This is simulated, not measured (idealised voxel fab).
Module name: voxel ribs on slabs (process module)
It is cross-section cut that appears here, measuring 220 nm in width, its square cells being 5 nm in size.
In this document a cross-section is written as a grid of square cells. It is given as a series of bands, listed from the top down, and a band is one or more rows of cells. What a band's entry tells you: where the top is and where the bottom is, as heights in nm, and after that what lies inside, material by material from left to right, each with its width in nm. Empty space is written as the word "blank", and a single material marked with the word "full width" occupies the band from edge to edge. Ref level 0: as-received wafer is one material below here. Bottom band extends down with no lower bound ("top 0, no bottom"). So if you see something like "30..40" for the width, read it as the top row of the band sitting at the first number and the bottom row at the second, with every row in between moving by the same amount as the last. Reading "nothing changed" for a step: not a cell of the cross-section changed in it. Each empty space that has no open way to the top and spans at least 8 cells appears under "Voids, sealed" as width x height at distance, the distance counted from the left edge, all in nm. Text after the settings on a step's line: the simulator's own remark on that step. overlay nm: step with mask; distance mask lay right of planned place; negative value = left of planned place.

-- Process steps - plan
step 1: RECEIVE, material Si
step 2: DIRECTIONAL_DEP, material SiO2, thk nm 20
step 3: DIRECTIONAL_DEP, material polySi, thk nm 25
step 4: PATTERN, tone cover, mask id RIB, material resist, width nm 25, thk nm 20, overlay nm 0
step 5: DIRECTIONAL_ETCH, etch materials polySi, depth nm 5
step 6: STRIP, etch materials resist
step 7: MASKED_ETCH, tone cover, mask id SLAB, width nm 75, etch materials polySi, depth nm 20, overlay nm 0
step 8: FILL_DEP, material SiO2, thk nm 20
step 9: CMP, height nm 55
step 10: DIRECTIONAL_DEP, material W, thk nm 10
step 11: DIRECTIONAL_DEP, material aC, thk nm 10
step 12: PATTERN, tone cover, mask id HEATER, material resist, width nm 35, thk nm 30, overlay nm 0
step 13: DIRECTIONAL_ETCH, etch materials aC, depth nm 10
step 14: STRIP, etch materials resist
step 15: DIRECTIONAL_ETCH, etch materials W, depth nm 10
step 16: STRIP, etch materials aC
step 17: CONFORMAL_DEP, material SiN, thk nm 5

-- First of two wafers: run as planned

-- Cross-sectional view of the wafer in its as-received condition, corresponding to the state after step 1
    top 0, no bottom  Si full width
    Voids, sealed: none

-- How the wafer stands in section after step 2
    top 20, bottom 0  SiO2 full width
    Note: structure below 0 unchanged.

-- How the wafer stands in section after step 3
    top 45, bottom 20  polySi full width
    Note: structure below 20 unchanged.

-- How the wafer stands in section after step 4
    top 65, bottom 45  blank (95), then resist (25), then blank (100)
    Note: structure below 45 unchanged.

-- How the wafer stands in section after step 5
    top 65, bottom 45  blank (95), then resist (25), then blank (100)
    top 45, bottom 40  blank (95), then polySi (25), then blank (100)
    Note: structure below 40 unchanged.

-- How the wafer stands in section after step 6
    top 45, bottom 40  blank (95), then polySi (25), then blank (100)
    Note: structure below 40 unchanged.

-- How the wafer stands in section after step 7
    top 45, bottom 40  blank (95), then polySi (25), then blank (100)
    top 40, bottom 20  blank (70), then polySi (75), then blank (75)
    Note: structure below 20 unchanged.

-- How the wafer stands in section after step 8
    top 65, bottom 45  SiO2 full width
    top 45, bottom 40  SiO2 (95), then polySi (25), then SiO2 (100)
    top 40, bottom 20  SiO2 (70), then polySi (75), then SiO2 (75)
    Note: structure below 20 unchanged.

-- How the wafer stands in section after step 9
    top 55, bottom 45  SiO2 full width
    Note: structure below 45 unchanged.

-- How the wafer stands in section after step 10
    top 65, bottom 55  W full width
    Note: structure below 55 unchanged.

-- How the wafer stands in section after step 11
    top 75, bottom 65  aC full width
    Note: structure below 65 unchanged.

-- How the wafer stands in section after step 12
    top 105, bottom 75  blank (90), then resist (35), then blank (95)
    Note: structure below 75 unchanged.

-- How the wafer stands in section after step 13
    top 95, bottom 75  blank (90), then resist (35), then blank (95)
    top 75, bottom 65  blank (90), then aC (35), then blank (95)
    Note: structure below 65 unchanged.

-- How the wafer stands in section after step 14
    top 75, bottom 65  blank (90), then aC (35), then blank (95)
    Note: structure below 65 unchanged.

-- How the wafer stands in section after step 15
    top 75, bottom 65  blank (90), then aC (35), then blank (95)
    top 65, bottom 55  blank (90), then W (35), then blank (95)
    Note: structure below 55 unchanged.

-- How the wafer stands in section after step 16
    top 65, bottom 55  blank (90), then W (35), then blank (95)
    Note: structure below 55 unchanged.

-- How the wafer stands in section after step 17
    top 70, bottom 65  blank (85), then SiN (45), then blank (90)
    top 65, bottom 60  blank (85), then SiN (5), then W (35), then SiN (5), then blank (90)
    top 60, bottom 55  SiN (90), then W (35), then SiN (95)
    Note: structure below 55 unchanged.

-- Second Wafer (Identical Start and Plan, One Processing Error; Matches First Wafer Through Step 16)

Cross-section of the second wafer when, according to plan, step 17 should have finished: nothing changed
what went wrong: step 17 of the plan never got run, it was skipped over
Wafer comparison, final, in cells, second relative to first, materials more or fewer: SiN -48
